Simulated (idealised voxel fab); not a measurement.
The document below concerns the process module designated voxel transistor to metal.
Pictured: cross-section cut, 215 nm wide, on a grid of 5 nm square cells.
A cross-section is written here as square cells arranged in a grid, and it is given in bands from the top down, each band taking up one or more rows of cells.
It is stipulated that each band's entry specify, in nanometres, the height of the top of the band and then that of its bottom, followed by the materials of the band in left-to-right sequence, each together with its width in nanometres. A single material marked by the word "throughout" is understood to fill the band from edge to edge; the word "blank" is understood to denote empty space.
Heights are measured from 0, the level below which the as-received wafer is all one material; the lowest band has no bottom and continues downward, written as in "0 -> down".
Per-row width for "30->40": begins at first number (top row of band), ends at second number (bottom row), increment between rows held constant.
A step reported as "no alteration" is a step in which no cell of the cross-section changed.
Basically, "Enclosed internal voids" tells you about the enclosed voids: empty spaces with no open way to the top, 8 cells or bigger, each written width x height at distance, where distance is from the left edge, all in nm.
Text after the settings on a step's line: the simulator's own remark on that step.
"overlay nm" denotes, for a step that has a mask, the displacement of the mask to the right of its planned place, with negative values corresponding to the left.

SO HERE'S THE LINEUP OF PROCESS STEPS WE PLANNED
1: RECEIVE, material Si
2: CONFORMAL_DEP, material SiO2, thk nm 5
3: CONFORMAL_DEP, material SiN, thk nm 15
4: PATTERN, tone cover, mask id ACTIVE, material resist, width nm 95, thk nm 20, overlay nm 0
5: DIRECTIONAL_ETCH, etch materials SiN, depth nm 15
6: DIRECTIONAL_ETCH, etch materials SiO2, depth nm 5
7: DIRECTIONAL_ETCH, etch materials Si, depth nm 30
8: STRIP, etch materials resist
9: FILL_DEP, material SiO2, thk nm 10
10: CMP, height nm 20
11: SELECTIVE_ETCH, etch materials SiO2, depth nm 10
12: STRIP, etch materials SiN
13: SELECTIVE_ETCH, etch materials SiO2, depth nm 5
14: OXIDIZE, depth nm 5
15: DIRECTIONAL_DEP, material polySi, thk nm 20
16: DIRECTIONAL_DEP, material SiCN, thk nm 10
17: DIRECTIONAL_DEP, material aC, thk nm 15
18: PATTERN, tone cover, mask id GATE, material resist, width nm 25, thk nm 35, overlay nm 0
19: DIRECTIONAL_ETCH, etch materials aC, depth nm 15
20: STRIP, etch materials resist
21: DIRECTIONAL_ETCH, etch materials SiCN, depth nm 20
22: DIRECTIONAL_ETCH, etch materials polySi, depth nm 30
23: STRIP, etch materials aC
24: CONFORMAL_DEP, material SiN, thk nm 5
25: DIRECTIONAL_ETCH, etch materials SiN, depth nm 5
26: DIRECTIONAL_ETCH, etch materials SiO2, depth nm 5
27: EPI, material nSi, thk nm 5
28: FILL_DEP, material SiO2, thk nm 10
29: CMP, height nm 30
30: DIRECTIONAL_DEP, material SiO2, thk nm 10
31: MASKED_ETCH, tone open, mask id CONTACT, width nm 15, pitch nm 70, etch materials SiO2, depth nm 40, overlay nm 0
32: CONFORMAL_DEP, material TiN, thk nm 5
33: FILL_DEP, material Ru, thk nm 5
34: CMP, height nm 40
35: DIRECTIONAL_DEP, material TiN, thk nm 5
36: DIRECTIONAL_DEP, material W, thk nm 20
37: MASKED_ETCH, tone cover, mask id METAL_1, width nm 15, pitch nm 70, etch materials W, depth nm 20, overlay nm 0
38: MASKED_ETCH, tone cover, mask id METAL_1, width nm 15, pitch nm 70, etch materials TiN, depth nm 5, overlay nm 0
39: FILL_DEP, material SiO2, thk nm 5
40: CMP, height nm 65
41: CONFORMAL_DEP, material SiN, thk nm 5

AS-RECEIVED WAFER CROSS-SECTION (AFTER STEP 1)
* 0 -> down  Si throughout
* Enclosed internal voids: none

RUN AS PLANNED - FIRST OF THE TWO WAFERS CROSS-SECTIONED AT THE END OF THE MODULE
* 70 -> 65  SiN throughout
* 65 -> 45  SiO2 65, then W 15, then SiO2 55, then W 15, then SiO2 65
* 45 -> 40  SiO2 65, then TiN 15, then SiO2 55, then TiN 15, then SiO2 65
* 40 -> 30  SiO2 65, then TiN 5, then Ru 5, then TiN 5, then SiO2 55, then TiN 5, then Ru 5, then TiN 5, then SiO2 65
* 30 -> 20  SiO2 65, then TiN 5, then Ru 5, then TiN 5, then SiO2 10, then SiN 5, then SiCN 25, then SiN 5, then SiO2 10, then TiN 5, then Ru 5, then TiN 5, then SiO2 65
* 20 -> 5  SiO2 65, then TiN 5, then Ru 5, then TiN 5, then SiO2 10, then SiN 5, then polySi 25, then SiN 5, then SiO2 10, then TiN 5, then Ru 5, then TiN 5, then SiO2 65
* 5 -> 0  SiO2 55, then SiN 5, then SiO2 5, then TiN 15, then SiO2 10, then SiN 5, then polySi 25, then SiN 5, then SiO2 10, then TiN 15, then SiO2 5, then SiN 5, then SiO2 55
* 0 -> -5  SiO2 60, then nSi 30, then SiO2 35, then nSi 30, then SiO2 60
* -5 -> -30  SiO2 60, then Si 95, then SiO2 60
* -30 -> down  Si throughout
* Enclosed internal voids: none

WAFER TWO, END OF MODULE, CROSS-SECTION. SAME START, SAME PLAN AS WAFER ONE. ONE MISTAKE IN THE RUN
* 70 -> 65  SiN throughout
* 65 -> 45  SiO2 65, then W 15, then SiO2 55, then W 15, then SiO2 65
* 45 -> 40  SiO2 65, then TiN 15, then SiO2 55, then TiN 15, then SiO2 65
* 40 -> 30  SiO2 65, then TiN 5, then Ru 5, then TiN 5, then SiO2 55, then TiN 5, then Ru 5, then TiN 5, then SiO2 65
* 30 -> 20  SiO2 65, then TiN 5, then Ru 5, then TiN 5, then SiO2 10, then SiN 5, then SiCN 25, then SiN 5, then SiO2 10, then TiN 5, then Ru 5, then TiN 5, then SiO2 65
* 20 -> 5  SiO2 65, then TiN 5, then Ru 5, then TiN 5, then SiO2 10, then SiN 5, then polySi 25, then SiN 5, then SiO2 10, then TiN 5, then Ru 5, then TiN 5, then SiO2 65
* 5 -> 0  SiO2 45, then SiN 5, then SiO2 15, then TiN 15, then SiO2 10, then SiN 5, then polySi 25, then SiN 5, then SiO2 10, then TiN 15, then SiO2 15, then SiN 5, then SiO2 45
* 0 -> -5  SiO2 45, then SiN 5, then SiO2 5, then SiN 5, then nSi 30, then SiO2 35, then nSi 30, then SiN 5, then SiO2 5, then SiN 5, then SiO2 45
* -5 -> -10  SiO2 45, then SiN 5, then SiO2 5, then SiN 5, then SiO2 5, then Si 85, then SiO2 5, then SiN 5, then SiO2 5, then SiN 5, then SiO2 45
* -10 -> -15  SiO2 65, then Si 85, then SiO2 65
* -15 -> -30  SiO2 60, then Si 95, then SiO2 60
* -30 -> down  Si throughout
* Enclosed internal voids: none
Misprocessing identified: deviation from plan: step 12 and step 11 executed in one another's positions
It is noted that, at the conclusion of processing, the second wafer exhibits a higher or lower cell count for certain materials relative to the first: Si -4, SiN +8, SiO2 -4
